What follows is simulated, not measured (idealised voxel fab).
Process module name: voxel capacitor over wiring
We display cut, a cross-section 290 nm in width whose square cells are each 5 nm.
Cross-sections here: square-cell grids, written as top-down lists of bands, a band being one or more rows of cells.
Read a band's entry like this: the first values are the height of its top and the height of its bottom in nm, and what follows is the sequence of materials from left to right, each with its width in nm. Note that "air" is empty space, and that a single material marked "full width" reaches across the band from edge to edge.
Zero point of the height axis is 0; under it, received wafer = one material. Lowest band: continues down indefinitely, "0 and below".
With a width like "30->40", each row of cells in the band differs from the next by the same amount, the top row carrying the first number and the bottom row the second.
A step reported as "nothing was modified" is a step in which no cell of the cross-section changed.
"Closed empty spaces" specifies each empty space that is not open to the top and that occupies no fewer than 8 cells, using the form width x height at distance, the distance measured from the left edge and all three quantities in nm.
Note: text after step settings on the step line = simulator remark on that step.
overlay nm: right-of-plan distance of the mask on a masked step; negative values mean left-of-plan.
[The process steps that were planned are listed below]
- 1: op RECEIVE | material Si
- 2: op CONFORMAL_DEP | material SiO2 | thk nm 15
- 3: op CONFORMAL_DEP | material SiN | thk nm 5
- 4: op DIRECTIONAL_DEP | material lowk | thk nm 25
- 5: op DIRECTIONAL_DEP | material aC | thk nm 10
- 6: op PATTERN | tone open | mask id METAL_1 | material resist | width nm 30 | pitch nm 85 | thk nm 30 | overlay nm 0
- 7: op DIRECTIONAL_ETCH | etch materials aC | depth nm 10
- 8: op STRIP | etch materials resist
- 9: op DIRECTIONAL_ETCH | etch materials lowk | depth nm 25
- 10: op DIRECTIONAL_ETCH | etch materials SiN | depth nm 5
- 11: op STRIP | etch materials aC
- 12: op CONFORMAL_DEP | material TiN | thk nm 5
- 13: op FILL_DEP | material W | thk nm 5
- 14: op CMP | height nm 45
- 15: op CONFORMAL_DEP | material SiCN | thk nm 5
- 16: op DIRECTIONAL_DEP | material SiO2 | thk nm 15
- 17: op MASKED_ETCH | tone open | mask id PLUG_1 | width nm 15 | etch materials SiO2 | depth nm 15 | overlay nm 0
- 18: op MASKED_ETCH | tone open | mask id PLUG_1 | width nm 15 | etch materials SiCN | depth nm 5 | overlay nm 0
- 19: op EPI | material Ru | thk nm 10
- 20: op EPI | material Ru | thk nm 10
- 21: op DIRECTIONAL_DEP | material TiN | thk nm 5
- 22: op DIRECTIONAL_DEP | material HfO2 | thk nm 5
- 23: op DIRECTIONAL_DEP | material TiN | thk nm 10
- 24: op MASKED_ETCH | tone cover | mask id UPPER_PLATE | width nm 60 | etch materials TiN | depth nm 10 | overlay nm 0
- 25: op MASKED_ETCH | tone cover | mask id UPPER_PLATE | width nm 60 | etch materials HfO2 | depth nm 5 | overlay nm 0
- 26: op DIRECTIONAL_DEP | material aC | thk nm 10
- 27: op PATTERN | tone cover | mask id LOWER_PLATE | material resist | width nm 70 | thk nm 25 | overlay nm 0
- 28: op DIRECTIONAL_ETCH | etch materials aC | depth nm 10
- 29: op STRIP | etch materials resist
- 30: op DIRECTIONAL_ETCH | etch materials TiN | depth nm 5
- 31: op STRIP | etch materials aC
- 32: op FILL_DEP | material SiO2 | thk nm 20
- 33: op CMP | height nm 100
- 34: op DIRECTIONAL_DEP | material aC | thk nm 15
- 35: op PATTERN | tone open | mask id PLUG_2 | material resist | width nm 15 | thk nm 30 | overlay nm 0
- 36: op DIRECTIONAL_ETCH | etch materials aC | depth nm 15
- 37: op STRIP | etch materials resist
- 38: op DIRECTIONAL_ETCH | etch materials SiO2 | depth nm 15
- 39: op STRIP | etch materials aC
- 40: op CONFORMAL_DEP | material TiN | thk nm 5
- 41: op FILL_DEP | material Cu | thk nm 5
- 42: op CMP | height nm 100
- 43: op CONFORMAL_DEP | material SiN | thk nm 5
[Concerning the first of two wafers, which was run in accordance with the plan]
[Incoming wafer in cross-section (state: after step 1)]
- 0 and below: Si full width
- Closed empty spaces: none
[Presented here is a cross-section of the wafer after step 2 has been performed]
- 15 down to 0: SiO2 full width
- Heights below 0 show no change.
[Presented here is a cross-section of the wafer after step 3 has been performed]
- 20 down to 15: SiN full width
- Heights below 15 show no change.
[Presented here is a cross-section of the wafer after step 4 has been performed]
- 45 down to 20: lowk full width
- Heights below 20 show no change.
[Presented here is a cross-section of the wafer after step 5 has been performed]
- 55 down to 45: aC full width
- Heights below 45 show no change.
[Presented here is a cross-section of the wafer after step 6 has been performed]
- 85 down to 55: resist: 85  air: 30  resist: 55  air: 30  resist: 90
- Heights below 55 show no change.
[Presented here is a cross-section of the wafer after step 7 has been performed]
- 75 down to 55: resist: 85  air: 30  resist: 55  air: 30  resist: 90
- 55 down to 45: aC: 85  air: 30  aC: 55  air: 30  aC: 90
- Heights below 45 show no change.
[Presented here is a cross-section of the wafer after step 8 has been performed]
- 55 down to 45: aC: 85  air: 30  aC: 55  air: 30  aC: 90
- Heights below 45 show no change.
[Presented here is a cross-section of the wafer after step 9 has been performed]
- 55 down to 45: aC: 85  air: 30  aC: 55  air: 30  aC: 90
- 45 down to 20: lowk: 85  air: 30  lowk: 55  air: 30  lowk: 90
- Heights below 20 show no change.
[Presented here is a cross-section of the wafer after step 10 has been performed]
- 55 down to 45: aC: 85  air: 30  aC: 55  air: 30  aC: 90
- 45 down to 20: lowk: 85  air: 30  lowk: 55  air: 30  lowk: 90
- 20 down to 15: SiN: 85  air: 30  SiN: 55  air: 30  SiN: 90
- Heights below 15 show no change.
[Presented here is a cross-section of the wafer after step 11 has been performed]
- 45 down to 20: lowk: 85  air: 30  lowk: 55  air: 30  lowk: 90
- Heights below 20 show no change.
[Presented here is a cross-section of the wafer after step 12 has been performed]
- 50 down to 45: TiN: 90  air: 20  TiN: 65  air: 20  TiN: 95
- 45 down to 20: lowk: 85  TiN: 5  air: 20  TiN: 5  lowk: 55  TiN: 5  air: 20  TiN: 5  lowk: 90
- 20 down to 15: SiN: 85  TiN: 30  SiN: 55  TiN: 30  SiN: 90
- Heights below 15 show no change.
[Presented here is a cross-section of the wafer after step 13 has been performed]
- 55 down to 50: W full width
- 50 down to 45: TiN: 90  W: 20  TiN: 65  W: 20  TiN: 95
- 45 down to 20: lowk: 85  TiN: 5  W: 20  TiN: 5  lowk: 55  TiN: 5  W: 20  TiN: 5  lowk: 90
- Heights below 20 show no change.
[Presented here is a cross-section of the wafer after step 14 has been performed]
- 45 down to 20: lowk: 85  TiN: 5  W: 20  TiN: 5  lowk: 55  TiN: 5  W: 20  TiN: 5  lowk: 90
- Heights below 20 show no change.
[Presented here is a cross-section of the wafer after step 15 has been performed]
- 50 down to 45: SiCN full width
- Heights below 45 show no change.
[Presented here is a cross-section of the wafer after step 16 has been performed]
- 65 down to 50: SiO2 full width
- Heights below 50 show no change.
[Presented here is a cross-section of the wafer after step 17 has been performed]
- 65 down to 50: SiO2: 100  air: 15  SiO2: 175
- Heights below 50 show no change.
[Presented here is a cross-section of the wafer after step 18 has been performed]
- 65 down to 50: SiO2: 100  air: 15  SiO2: 175
- 50 down to 45: SiCN: 100  air: 15  SiCN: 175
- Heights below 45 show no change.
[Presented here is a cross-section of the wafer after step 19 has been performed]
- 65 down to 55: SiO2: 100  air: 15  SiO2: 175
- 55 down to 50: SiO2: 100  Ru: 15  SiO2: 175
- 50 down to 45: SiCN: 100  Ru: 15  SiCN: 175
- Heights below 45 show no change.
[Presented here is a cross-section of the wafer after step 20 has been performed]
- 65 down to 50: SiO2: 100  Ru: 15  SiO2: 175
- Heights below 50 show no change.
[Presented here is a cross-section of the wafer after step 21 has been performed]
- 70 down to 65: TiN full width
- Heights below 65 show no change.
[Presented here is a cross-section of the wafer after step 22 has been performed]
- 75 down to 70: HfO2 full width
- Heights below 70 show no change.
[Presented here is a cross-section of the wafer after step 23 has been performed]
- 85 down to 75: TiN full width
- Heights below 75 show no change.
[Presented here is a cross-section of the wafer after step 24 has been performed]
- 85 down to 75: air: 100  TiN: 60  air: 130
- Heights below 75 show no change.
[Presented here is a cross-section of the wafer after step 25 has been performed]
- 85 down to 75: air: 100  TiN: 60  air: 130
- 75 down to 70: air: 100  HfO2: 60  air: 130
- Heights below 70 show no change.
[Presented here is a cross-section of the wafer after step 26 has been performed]
- 95 down to 85: air: 100  aC: 60  air: 130
- 85 down to 80: air: 100  TiN: 60  air: 130
- 80 down to 75: aC: 100  TiN: 60  aC: 130
- 75 down to 70: aC: 100  HfO2: 60  aC: 130
- Heights below 70 show no change.
[Presented here is a cross-section of the wafer after step 27 has been performed]
- 120 down to 95: air: 95  resist: 70  air: 125
- 95 down to 85: air: 95  resist: 5  aC: 60  resist: 5  air: 125
- 85 down to 80: air: 95  resist: 5  TiN: 60  resist: 5  air: 125
- Heights below 80 show no change.
[Presented here is a cross-section of the wafer after step 28 has been performed]
- 110 down to 95: air: 95  resist: 70  air: 125
- 95 down to 85: air: 95  resist: 5  aC: 60  resist: 5  air: 125
- 85 down to 80: air: 95  resist: 5  TiN: 60  resist: 5  air: 125
- 80 down to 75: air: 95  aC: 5  TiN: 60  aC: 5  air: 125
- 75 down to 70: air: 95  aC: 5  HfO2: 60  aC: 5  air: 125
- Heights below 70 show no change.
[Presented here is a cross-section of the wafer after step 29 has been performed]
- 95 down to 85: air: 100  aC: 60  air: 130
- 85 down to 80: air: 100  TiN: 60  air: 130
- Heights below 80 show no change.
[Presented here is a cross-section of the wafer after step 30 has been performed]
- 95 down to 85: air: 100  aC: 60  air: 130
- 85 down to 80: air: 100  TiN: 60  air: 130
- 80 down to 75: air: 95  aC: 5  TiN: 60  aC: 5  air: 125
- 75 down to 70: air: 95  aC: 5  HfO2: 60  aC: 5  air: 125
- 70 down to 65: air: 95  TiN: 70  air: 125
- Heights below 65 show no change.
[Presented here is a cross-section of the wafer after step 31 has been performed]
- 85 down to 75: air: 100  TiN: 60  air: 130
- 75 down to 70: air: 100  HfO2: 60  air: 130
- Heights below 70 show no change.
[Presented here is a cross-section of the wafer after step 32 has been performed]
- 105 down to 85: SiO2 full width
- 85 down to 75: SiO2: 100  TiN: 60  SiO2: 130
- 75 down to 70: SiO2: 100  HfO2: 60  SiO2: 130
- 70 down to 65: SiO2: 95  TiN: 70  SiO2: 125
- Heights below 65 show no change.
[Presented here is a cross-section of the wafer after step 33 has been performed]
- 100 down to 85: SiO2 full width
- Heights below 85 show no change.
[Presented here is a cross-section of the wafer after step 34 has been performed]
- 115 down to 100: aC full width
- Heights below 100 show no change.
[Presented here is a cross-section of the wafer after step 35 has been performed]
- 145 down to 115: resist: 110  air: 15  resist: 165
- Heights below 115 show no change.
[Presented here is a cross-section of the wafer after step 36 has been performed]
- 130 down to 115: resist: 110  air: 15  resist: 165
- 115 down to 100: aC: 110  air: 15  aC: 165
- Heights below 100 show no change.
[Presented here is a cross-section of the wafer after step 37 has been performed]
- 115 down to 100: aC: 110  air: 15  aC: 165
- Heights below 100 show no change.
[Presented here is a cross-section of the wafer after step 38 has been performed]
- 115 down to 100: aC: 110  air: 15  aC: 165
- 100 down to 85: SiO2: 110  air: 15  SiO2: 165
- Heights below 85 show no change.
[Presented here is a cross-section of the wafer after step 39 has been performed]
- 100 down to 85: SiO2: 110  air: 15  SiO2: 165
- Heights below 85 show no change.
[Presented here is a cross-section of the wafer after step 40 has been performed]
- 105 down to 100: TiN: 115  air: 5  TiN: 170
- 100 down to 90: SiO2: 110  TiN: 5  air: 5  TiN: 5  SiO2: 165
- 90 down to 85: SiO2: 110  TiN: 15  SiO2: 165
- Heights below 85 show no change.
[Presented here is a cross-section of the wafer after step 41 has been performed]
- 110 down to 105: Cu full width
- 105 down to 100: TiN: 115  Cu: 5  TiN: 170
- 100 down to 90: SiO2: 110  TiN: 5  Cu: 5  TiN: 5  SiO2: 165
- Heights below 90 show no change.
[Presented here is a cross-section of the wafer after step 42 has been performed]
- 100 down to 90: SiO2: 110  TiN: 5  Cu: 5  TiN: 5  SiO2: 165
- Heights below 90 show no change.
[Presented here is a cross-section of the wafer after step 43 has been performed]
- 105 down to 100: SiN full width
- Heights below 100 show no change.
[The second wafer: identical to the first at the outset and in its planned sequence, differing only in that one mistake was made during processing; up to and including step 18, its path is the first wafer's path]
[when step 20 should have ended]
- 75 down to 65: air: 90  Ru: 35  air: 165
- 65 down to 50: SiO2: 100  Ru: 15  SiO2: 175
- 50 down to 45: SiCN: 100  Ru: 15  SiCN: 175
- Heights below 45 show no change.
[when step 21 should have ended]
- 80 down to 75: air: 90  TiN: 35  air: 165
- 75 down to 70: air: 90  Ru: 35  air: 165
- 70 down to 65: TiN: 90  Ru: 35  TiN: 165
- Heights below 65 show no change.
[when step 22 should have ended]
- 85 down to 80: air: 90  HfO2: 35  air: 165
- 80 down to 75: air: 90  TiN: 35  air: 165
- 75 down to 70: HfO2: 90  Ru: 35  HfO2: 165
- Heights below 70 show no change.
[when step 23 should have ended]
- 95 down to 85: air: 90  TiN: 35  air: 165
- 85 down to 80: TiN: 90  HfO2: 35  TiN: 165
- 80 down to 75: TiN full width
- Heights below 75 show no change.
[when step 24 should have ended]
- 95 down to 85: air: 100  TiN: 25  air: 165
- 85 down to 80: air: 90  HfO2: 35  TiN: 35  air: 130
- 80 down to 75: air: 90  TiN: 70  air: 130
- Heights below 75 show no change.
[when step 25 should have ended]
- 95 down to 85: air: 100  TiN: 25  air: 165
- 85 down to 80: air: 100  HfO2: 25  TiN: 35  air: 130
- 80 down to 75: air: 90  TiN: 70  air: 130
- 75 down to 70: air: 90  Ru: 35  HfO2: 35  air: 130
- Heights below 70 show no change.
[when step 26 should have ended]
- 105 down to 95: air: 100  aC: 25  air: 165
- 95 down to 90: air: 100  TiN: 25  aC: 35  air: 130
- 90 down to 85: air: 90  aC: 10  TiN: 25  aC: 35  air: 130
- 85 down to 80: air: 90  aC: 10  HfO2: 25  TiN: 35  air: 130
- 80 down to 75: aC: 90  TiN: 70  aC: 130
- 75 down to 70: aC: 90  Ru: 35  HfO2: 35  aC: 130
- Heights below 70 show no change.
[when step 27 should have ended]
- 130 down to 105: air: 95  resist: 70  air: 125
- 105 down to 95: air: 95  resist: 5  aC: 25  resist: 40  air: 125
- 95 down to 90: air: 95  resist: 5  TiN: 25  aC: 35  resist: 5  air: 125
- 90 down to 85: air: 90  aC: 10  TiN: 25  aC: 35  resist: 5  air: 125
- 85 down to 80: air: 90  aC: 10  HfO2: 25  TiN: 35  resist: 5  air: 125
- Heights below 80 show no change.
[when step 28 should have ended]
- 120 down to 105: air: 95  resist: 70  air: 125
- 105 down to 95: air: 95  resist: 5  aC: 25  resist: 40  air: 125
- 95 down to 90: air: 95  resist: 5  TiN: 25  aC: 35  resist: 5  air: 125
- 90 down to 85: air: 95  aC: 5  TiN: 25  aC: 35  resist: 5  air: 125
- 85 down to 80: air: 95  aC: 5  HfO2: 25  TiN: 35  resist: 5  air: 125
- 80 down to 75: air: 90  TiN: 70  aC: 5  air: 125
- 75 down to 70: air: 90  Ru: 35  HfO2: 35  aC: 5  air: 125
- Heights below 70 show no change.
[when step 29 should have ended]
- 105 down to 95: air: 100  aC: 25  air: 165
- 95 down to 90: air: 100  TiN: 25  aC: 35  air: 130
- 90 down to 85: air: 95  aC: 5  TiN: 25  aC: 35  air: 130
- 85 down to 80: air: 95  aC: 5  HfO2: 25  TiN: 35  air: 130
- Heights below 80 show no change.
[when step 30 should have ended]
- 105 down to 95: air: 100  aC: 25  air: 165
- 95 down to 90: air: 100  TiN: 25  aC: 35  air: 130
- 90 down to 85: air: 95  aC: 5  TiN: 25  aC: 35  air: 130
- 85 down to 80: air: 95  aC: 5  HfO2: 25  TiN: 35  air: 130
- 80 down to 75: air: 95  TiN: 65  aC: 5  air: 125
- 75 down to 70: air: 90  Ru: 35  HfO2: 35  aC: 5  air: 125
- 70 down to 65: air: 90  Ru: 35  TiN: 40  air: 125
- Heights below 65 show no change.
[when step 31 should have ended]
- 95 down to 85: air: 100  TiN: 25  air: 165
- 85 down to 80: air: 100  HfO2: 25  TiN: 35  air: 130
- 80 down to 75: air: 95  TiN: 65  air: 130
- 75 down to 70: air: 90  Ru: 35  HfO2: 35  air: 130
- Heights below 70 show no change.
[when step 32 should have ended]
- 115 down to 95: SiO2 full width
- 95 down to 85: SiO2: 100  TiN: 25  SiO2: 165
- 85 down to 80: SiO2: 100  HfO2: 25  TiN: 35  SiO2: 130
- 80 down to 75: SiO2: 95  TiN: 65  SiO2: 130
- 75 down to 70: SiO2: 90  Ru: 35  HfO2: 35  SiO2: 130
- 70 down to 65: SiO2: 90  Ru: 35  TiN: 40  SiO2: 125
- Heights below 65 show no change.
[when step 33 should have ended]
- 100 down to 95: SiO2 full width
- Heights below 95 show no change.
[when step 34 should have ended]
- 115 down to 100: aC full width
- Heights below 100 show no change.
[when step 35 should have ended]
- 145 down to 115: resist: 110  air: 15  resist: 165
- Heights below 115 show no change.
[when step 36 should have ended]
- 130 down to 115: resist: 110  air: 15  resist: 165
- 115 down to 100: aC: 110  air: 15  aC: 165
- Heights below 100 show no change.
[when step 37 should have ended]
- 115 down to 100: aC: 110  air: 15  aC: 165
- Heights below 100 show no change.
[when step 38 should have ended]
- 115 down to 100: aC: 110  air: 15  aC: 165
- 100 down to 95: SiO2: 110  air: 15  SiO2: 165
- Heights below 95 show no change.
[when step 39 should have ended]
- 100 down to 95: SiO2: 110  air: 15  SiO2: 165
- Heights below 95 show no change.
[when step 40 should have ended]
- 105 down to 100: TiN: 115  air: 5  TiN: 170
- 100 down to 95: SiO2: 110  TiN: 15  SiO2: 165
- Heights below 95 show no change.
[when step 41 should have ended]
- 110 down to 105: Cu full width
- 105 down to 100: TiN: 115  Cu: 5  TiN: 170
- Heights below 100 show no change.
[when step 42 should have ended]
- 100 down to 95: SiO2: 110  TiN: 15  SiO2: 165
- Heights below 95 show no change.
[when step 43 should have ended]
- 105 down to 100: SiN full width
- Heights below 100 show no change.
What went wrong in running the wafer? one of the identical steps 19 and 20 was executed twice, with no means of telling which
End of process, cell counts, second wafer against first, materials with more or fewer: Cu: 2 fewer; Ru: 14 more; SiO2: 8 fewer; TiN: 4 fewer
